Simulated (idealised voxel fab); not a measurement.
The process module that follows is named voxel self aligned contacts.
Xsec cut, 210 nm wide, square cell size 5 nm.
Cross-section layout: square cells on a grid; listed as bands, top to bottom; a band spans one or more cell rows.
The band entry comprises the height of the band's top followed by the height of its bottom, expressed in nm, and subsequently the band's materials from left to right, each stated together with its width in nm. Where a single material is marked with the word "throughout", that material fills the band from edge to edge. The word "blank" represents empty space.
Height is counted from the level 0, under which the received wafer is composed throughout of one material. The lowest of the bands is not closed at the bottom but continues downward, in the notation "0 down".
Width spec "30->40" -> top row of cells at first value, bottom row at second value, equal per-row change in between.
Step note "all unchanged" = no cross-section cell changed.
The entry titled "Catalogued sealed voids" provides the empty spaces that have no open way to the top, restricted to those of 8 cells or more. Each is presented as width x height at distance, the distance being measured from the left edge, with all three in nm.
Formally, on a step line, whatever follows the settings is a remark that the simulator itself makes on the step.
overlay nm: mask right of planned place by this much (step with mask). Neg. = left.

The planned process steps are enumerated hereunder:
- 1: RECEIVE | material Si
- 2: CONFORMAL_DEP | material SiO2 | thk nm 5
- 3: DIRECTIONAL_DEP | material polySi | thk nm 20
- 4: DIRECTIONAL_DEP | material SiN | thk nm 15
- 5: DIRECTIONAL_DEP | material aC | thk nm 10
- 6: PATTERN | tone cover | mask id GATE | material resist | width nm 35 | pitch nm 60 | thk nm 25 | overlay nm 0
- 7: DIRECTIONAL_ETCH | etch materials aC | depth nm 10
- 8: STRIP | etch materials resist
- 9: DIRECTIONAL_ETCH | etch materials SiN | depth nm 15
- 10: DIRECTIONAL_ETCH | etch materials polySi | depth nm 20
- 11: STRIP | etch materials aC
- 12: CONFORMAL_DEP | material SiN | thk nm 5
- 13: DIRECTIONAL_ETCH | etch materials SiN | depth nm 5
- 14: FILL_DEP | material SiO2 | thk nm 10
- 15: CMP | height nm 45
- 16: PATTERN | tone open | mask id CONTACT | material resist | width nm 35 | thk nm 15 | overlay nm 0
- 17: DIRECTIONAL_ETCH | etch materials SiO2 | depth nm 45
- 18: STRIP | etch materials resist
- 19: CONFORMAL_DEP | material TiN | thk nm 5
- 20: FILL_DEP | material W | thk nm 10
- 21: CMP | height nm 45
- 22: CONFORMAL_DEP | material SiCN | thk nm 5

First of the two wafers, run per plan:

Step 1 complete: cross-section of the wafer as received:
0 down = Si throughout
Catalogued sealed voids: none

Wafer after step 2 (cross-section):
5 to 0 = SiO2 throughout
All layers under 0 are left as they were.

Wafer after step 3 (cross-section):
25 to 5 = polySi throughout
All layers under 5 are left as they were.

Wafer after step 4 (cross-section):
40 to 25 = SiN throughout
All layers under 25 are left as they were.

Wafer after step 5 (cross-section):
50 to 40 = aC throughout
All layers under 40 are left as they were.

Wafer after step 6 (cross-section):
75 to 50 = blank (55)  resist (35)  blank (25)  resist (35)  blank (60)
All layers under 50 are left as they were.

Wafer after step 7 (cross-section):
65 to 50 = blank (55)  resist (35)  blank (25)  resist (35)  blank (60)
50 to 40 = blank (55)  aC (35)  blank (25)  aC (35)  blank (60)
All layers under 40 are left as they were.

Wafer after step 8 (cross-section):
50 to 40 = blank (55)  aC (35)  blank (25)  aC (35)  blank (60)
All layers under 40 are left as they were.

Wafer after step 9 (cross-section):
50 to 40 = blank (55)  aC (35)  blank (25)  aC (35)  blank (60)
40 to 25 = blank (55)  SiN (35)  blank (25)  SiN (35)  blank (60)
All layers under 25 are left as they were.

Wafer after step 10 (cross-section):
50 to 40 = blank (55)  aC (35)  blank (25)  aC (35)  blank (60)
40 to 25 = blank (55)  SiN (35)  blank (25)  SiN (35)  blank (60)
25 to 5 = blank (55)  polySi (35)  blank (25)  polySi (35)  blank (60)
All layers under 5 are left as they were.

Wafer after step 11 (cross-section):
40 to 25 = blank (55)  SiN (35)  blank (25)  SiN (35)  blank (60)
All layers under 25 are left as they were.

Wafer after step 12 (cross-section):
45 to 25 = blank (50)  SiN (45)  blank (15)  SiN (45)  blank (55)
25 to 10 = blank (50)  SiN (5)  polySi (35)  SiN (5)  blank (15)  SiN (5)  polySi (35)  SiN (5)  blank (55)
10 to 5 = SiN (55)  polySi (35)  SiN (25)  polySi (35)  SiN (60)
All layers under 5 are left as they were.

Wafer after step 13 (cross-section):
40 to 25 = blank (50)  SiN (45)  blank (15)  SiN (45)  blank (55)
25 to 5 = blank (50)  SiN (5)  polySi (35)  SiN (5)  blank (15)  SiN (5)  polySi (35)  SiN (5)  blank (55)
All layers under 5 are left as they were.

Wafer after step 14 (cross-section):
50 to 40 = SiO2 throughout
40 to 25 = SiO2 (50)  SiN (45)  SiO2 (15)  SiN (45)  SiO2 (55)
25 to 5 = SiO2 (50)  SiN (5)  polySi (35)  SiN (5)  SiO2 (15)  SiN (5)  polySi (35)  SiN (5)  SiO2 (55)
All layers under 5 are left as they were.

Wafer after step 15 (cross-section):
45 to 40 = SiO2 throughout
All layers under 40 are left as they were.

Wafer after step 16 (cross-section):
60 to 45 = resist (85)  blank (35)  resist (90)
All layers under 45 are left as they were.

Wafer after step 17 (cross-section):
60 to 45 = resist (85)  blank (35)  resist (90)
45 to 40 = SiO2 (85)  blank (35)  SiO2 (90)
40 to 25 = SiO2 (50)  SiN (45)  blank (15)  SiN (45)  SiO2 (55)
25 to 5 = SiO2 (50)  SiN (5)  polySi (35)  SiN (5)  blank (15)  SiN (5)  polySi (35)  SiN (5)  SiO2 (55)
5 to 0 = SiO2 (95)  blank (15)  SiO2 (100)
All layers under 0 are left as they were.

Wafer after step 18 (cross-section):
45 to 40 = SiO2 (85)  blank (35)  SiO2 (90)
All layers under 40 are left as they were.

Wafer after step 19 (cross-section):
50 to 45 = TiN (90)  blank (25)  TiN (95)
45 to 40 = SiO2 (85)  TiN (15)  blank (5)  TiN (15)  SiO2 (90)
40 to 25 = SiO2 (50)  SiN (45)  TiN (5)  blank (5)  TiN (5)  SiN (45)  SiO2 (55)
25 to 5 = SiO2 (50)  SiN (5)  polySi (35)  SiN (5)  TiN (5)  blank (5)  TiN (5)  SiN (5)  polySi (35)  SiN (5)  SiO2 (55)
5 to 0 = SiO2 (95)  TiN (15)  SiO2 (100)
All layers under 0 are left as they were.

Wafer after step 20 (cross-section):
60 to 50 = W throughout
50 to 45 = TiN (90)  W (25)  TiN (95)
45 to 40 = SiO2 (85)  TiN (15)  W (5)  TiN (15)  SiO2 (90)
40 to 25 = SiO2 (50)  SiN (45)  TiN (5)  W (5)  TiN (5)  SiN (45)  SiO2 (55)
25 to 5 = SiO2 (50)  SiN (5)  polySi (35)  SiN (5)  TiN (5)  W (5)  TiN (5)  SiN (5)  polySi (35)  SiN (5)  SiO2 (55)
All layers under 5 are left as they were.

Wafer after step 21 (cross-section):
45 to 40 = SiO2 (85)  TiN (15)  W (5)  TiN (15)  SiO2 (90)
All layers under 40 are left as they were.

Wafer after step 22 (cross-section):
50 to 45 = SiCN throughout
All layers under 45 are left as they were.

Second wafer, same starting conditions and recipe as the first, one mistake in executing it, nothing differs from the first up to and including step 5:

Second wafer profile in section, at the moment step 6 of the plan was meant to be complete:
75 to 50 = blank (65)  resist (35)  blank (25)  resist (35)  blank (50)
All layers under 50 are left as they were.

Second wafer profile in section, at the moment step 7 of the plan was meant to be complete:
65 to 50 = blank (65)  resist (35)  blank (25)  resist (35)  blank (50)
50 to 40 = blank (65)  aC (35)  blank (25)  aC (35)  blank (50)
All layers under 40 are left as they were.

Second wafer profile in section, at the moment step 8 of the plan was meant to be complete:
50 to 40 = blank (65)  aC (35)  blank (25)  aC (35)  blank (50)
All layers under 40 are left as they were.

Second wafer profile in section, at the moment step 9 of the plan was meant to be complete:
50 to 40 = blank (65)  aC (35)  blank (25)  aC (35)  blank (50)
40 to 25 = blank (65)  SiN (35)  blank (25)  SiN (35)  blank (50)
All layers under 25 are left as they were.

Second wafer profile in section, at the moment step 10 of the plan was meant to be complete:
50 to 40 = blank (65)  aC (35)  blank (25)  aC (35)  blank (50)
40 to 25 = blank (65)  SiN (35)  blank (25)  SiN (35)  blank (50)
25 to 5 = blank (65)  polySi (35)  blank (25)  polySi (35)  blank (50)
All layers under 5 are left as they were.

Second wafer profile in section, at the moment step 11 of the plan was meant to be complete:
40 to 25 = blank (65)  SiN (35)  blank (25)  SiN (35)  blank (50)
All layers under 25 are left as they were.

Second wafer profile in section, at the moment step 12 of the plan was meant to be complete:
45 to 25 = blank (60)  SiN (45)  blank (15)  SiN (45)  blank (45)
25 to 10 = blank (60)  SiN (5)  polySi (35)  SiN (5)  blank (15)  SiN (5)  polySi (35)  SiN (5)  blank (45)
10 to 5 = SiN (65)  polySi (35)  SiN (25)  polySi (35)  SiN (50)
All layers under 5 are left as they were.

Second wafer profile in section, at the moment step 13 of the plan was meant to be complete:
40 to 25 = blank (60)  SiN (45)  blank (15)  SiN (45)  blank (45)
25 to 5 = blank (60)  SiN (5)  polySi (35)  SiN (5)  blank (15)  SiN (5)  polySi (35)  SiN (5)  blank (45)
All layers under 5 are left as they were.

Second wafer profile in section, at the moment step 14 of the plan was meant to be complete:
50 to 40 = SiO2 throughout
40 to 25 = SiO2 (60)  SiN (45)  SiO2 (15)  SiN (45)  SiO2 (45)
25 to 5 = SiO2 (60)  SiN (5)  polySi (35)  SiN (5)  SiO2 (15)  SiN (5)  polySi (35)  SiN (5)  SiO2 (45)
All layers under 5 are left as they were.

Second wafer profile in section, at the moment step 15 of the plan was meant to be complete:
45 to 40 = SiO2 throughout
All layers under 40 are left as they were.

Second wafer profile in section, at the moment step 16 of the plan was meant to be complete:
60 to 45 = resist (85)  blank (35)  resist (90)
All layers under 45 are left as they were.

Second wafer profile in section, at the moment step 17 of the plan was meant to be complete:
60 to 45 = resist (85)  blank (35)  resist (90)
45 to 40 = SiO2 (85)  blank (35)  SiO2 (90)
40 to 25 = SiO2 (60)  SiN (45)  blank (15)  SiN (45)  SiO2 (45)
25 to 5 = SiO2 (60)  SiN (5)  polySi (35)  SiN (5)  blank (15)  SiN (5)  polySi (35)  SiN (5)  SiO2 (45)
5 to 0 = SiO2 (105)  blank (15)  SiO2 (90)
All layers under 0 are left as they were.

Second wafer profile in section, at the moment step 18 of the plan was meant to be complete:
45 to 40 = SiO2 (85)  blank (35)  SiO2 (90)
All layers under 40 are left as they were.

Second wafer profile in section, at the moment step 19 of the plan was meant to be complete:
50 to 45 = TiN (90)  blank (25)  TiN (95)
45 to 40 = SiO2 (85)  TiN (25)  blank (5)  TiN (5)  SiO2 (90)
40 to 25 = SiO2 (60)  SiN (45)  TiN (5)  blank (5)  TiN (5)  SiN (45)  SiO2 (45)
25 to 5 = SiO2 (60)  SiN (5)  polySi (35)  SiN (5)  TiN (5)  blank (5)  TiN (5)  SiN (5)  polySi (35)  SiN (5)  SiO2 (45)
5 to 0 = SiO2 (105)  TiN (15)  SiO2 (90)
All layers under 0 are left as they were.

Second wafer profile in section, at the moment step 20 of the plan was meant to be complete:
60 to 50 = W throughout
50 to 45 = TiN (90)  W (25)  TiN (95)
45 to 40 = SiO2 (85)  TiN (25)  W (5)  TiN (5)  SiO2 (90)
40 to 25 = SiO2 (60)  SiN (45)  TiN (5)  W (5)  TiN (5)  SiN (45)  SiO2 (45)
25 to 5 = SiO2 (60)  SiN (5)  polySi (35)  SiN (5)  TiN (5)  W (5)  TiN (5)  SiN (5)  polySi (35)  SiN (5)  SiO2 (45)
All layers under 5 are left as they were.

Second wafer profile in section, at the moment step 21 of the plan was meant to be complete:
45 to 40 = SiO2 (85)  TiN (25)  W (5)  TiN (5)  SiO2 (90)
All layers under 40 are left as they were.

Second wafer profile in section, at the moment step 22 of the plan was meant to be complete:
50 to 45 = SiCN throughout
All layers under 45 are left as they were.
Error vs. plan: step 6 off recipe, ran as PATTERN | tone cover | mask id GATE | material resist | width nm 35 | pitch nm 60 | thk nm 25 | overlay nm 10
If you tally the cells, the second wafer ends up with the same amount of every material as the first; it's all just sitting in different places.
